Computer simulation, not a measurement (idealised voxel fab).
Presented below is a process module, voxel quadruple lines.
cross-section cut | 300 nm wide | cells 5 nm
A cross-section in this document is a grid of square cells, and it is written down as bands, the top band listed before the ones below it; a band is made up of one or more rows of cells.
Top, bottom (nm), then materials left to right with widths (nm); lone material tagged "throughout" fills the whole band edge to edge; "air" = empty space.
Below 0: as-received wafer, all one material; heights counted from there. Lowest band: no bottom, goes on down, written "0..down".
The width entry "30->40" should be interpreted row by row: the top row of cells in the band takes the first number, the bottom row takes the second number, and the change between adjacent rows is uniform throughout.
The cross-section has no changed cell in any step marked "nothing altered".
Closed empty spaces (no open way to the top) of 8 cells or more are what "Closed voids list" lists, each as width x height at distance from the left edge, nm for all three.
On each step's line, the part that comes after the settings is the simulator's own comment on the step.
Regarding "overlay nm": on a step with a mask, it is the distance the mask lay to the right of its planned place; a negative value places it to the left.
PLAN
- 1: RECEIVE with material Si
- 2: CONFORMAL_DEP with material Al2O3, thk nm 5
- 3: DIRECTIONAL_DEP with material W, thk nm 15
- 4: DIRECTIONAL_DEP with material polySi, thk nm 20
- 5: DIRECTIONAL_DEP with material aC, thk nm 25
- 6: PATTERN with tone cover, mask id MANDREL, material resist, width nm 25, pitch nm 80, thk nm 35, overlay nm -15
- 7: DIRECTIONAL_ETCH with etch materials aC, depth nm 25
- 8: STRIP with etch materials resist
- 9: CONFORMAL_DEP with material SiO2, thk nm 15
- 10: DIRECTIONAL_ETCH with etch materials SiO2, depth nm 15
- 11: STRIP with etch materials aC
- 12: DIRECTIONAL_ETCH with etch materials polySi, depth nm 20
- 13: STRIP with etch materials SiO2
- 14: CONFORMAL_DEP with material SiCN, thk nm 5
- 15: DIRECTIONAL_ETCH with etch materials SiCN, depth nm 5
- 16: STRIP with etch materials polySi
- 17: DIRECTIONAL_ETCH with etch materials W, depth nm 15
- 18: STRIP with etch materials SiCN
- 19: FILL_DEP with material SiO2, thk nm 10
- 20: CMP with height nm 20
Every wafer here starts from the same state; it is the step 6 overlay nm that distinguishes them, and the value the plan gives belongs to the first wafer.
SECTIONAL VIEW: FIRST OF SEVERAL WAFERS, AS RECEIVED, AFTER STEP 1
> 0..down | Si throughout
> Closed voids list: none
MODULE FINISHED, LAST STEP 20 DONE: CROSS-SECTION OF THE FIRST OF SEVERAL WAFERS
> 20..5 | SiO2 (60); W (5); SiO2 (15); W (5); SiO2 (15); W (5); SiO2 (15); W (5); SiO2 (15); W (5); SiO2 (15); W (5); SiO2 (15); W (5); SiO2 (15); W (5); SiO2 (95)
> 5..0 | Al2O3 throughout
> 0..down | Si throughout
> Closed voids list: none
CROSS-SECTIONAL VIEW OF THE FINAL WAFER OF SEVERAL AT THE MODULE'S END
> 20..5 | SiO2 (90); W (5); SiO2 (15); W (5); SiO2 (15); W (5); SiO2 (15); W (5); SiO2 (15); W (5); SiO2 (15); W (5); SiO2 (15); W (5); SiO2 (15); W (5); SiO2 (65)
> 5..0 | Al2O3 throughout
> 0..down | Si throughout
> Closed voids list: none
THE TABLE BELOW HAS ONE ROW FOR EACH WAFER; A ROW SHOWS, AS OF THE END OF THE MODULE, HOW MANY CELLS OF EACH MATERIAL THE WAFER HAS GAINED, MARKED (+), OR LOST, MARKED (-), SINCE IT WAS RECEIVED, AND THEN THE WAFER'S CLOSED VOIDS
overlay nm -15 | +60 Al2O3 | +156 SiO2 | +24 W | Closed voids list: none
overlay nm -10 | +60 Al2O3 | +156 SiO2 | +24 W | Closed voids list: none
overlay nm -5 | +60 Al2O3 | +156 SiO2 | +24 W | Closed voids list: none
overlay nm 0 | +60 Al2O3 | +156 SiO2 | +24 W | Closed voids list: none
overlay nm 5 | +60 Al2O3 | +156 SiO2 | +24 W | Closed voids list: none
overlay nm 10 | +60 Al2O3 | +156 SiO2 | +24 W | Closed voids list: none
overlay nm 15 | +60 Al2O3 | +156 SiO2 | +24 W | Closed voids list: none
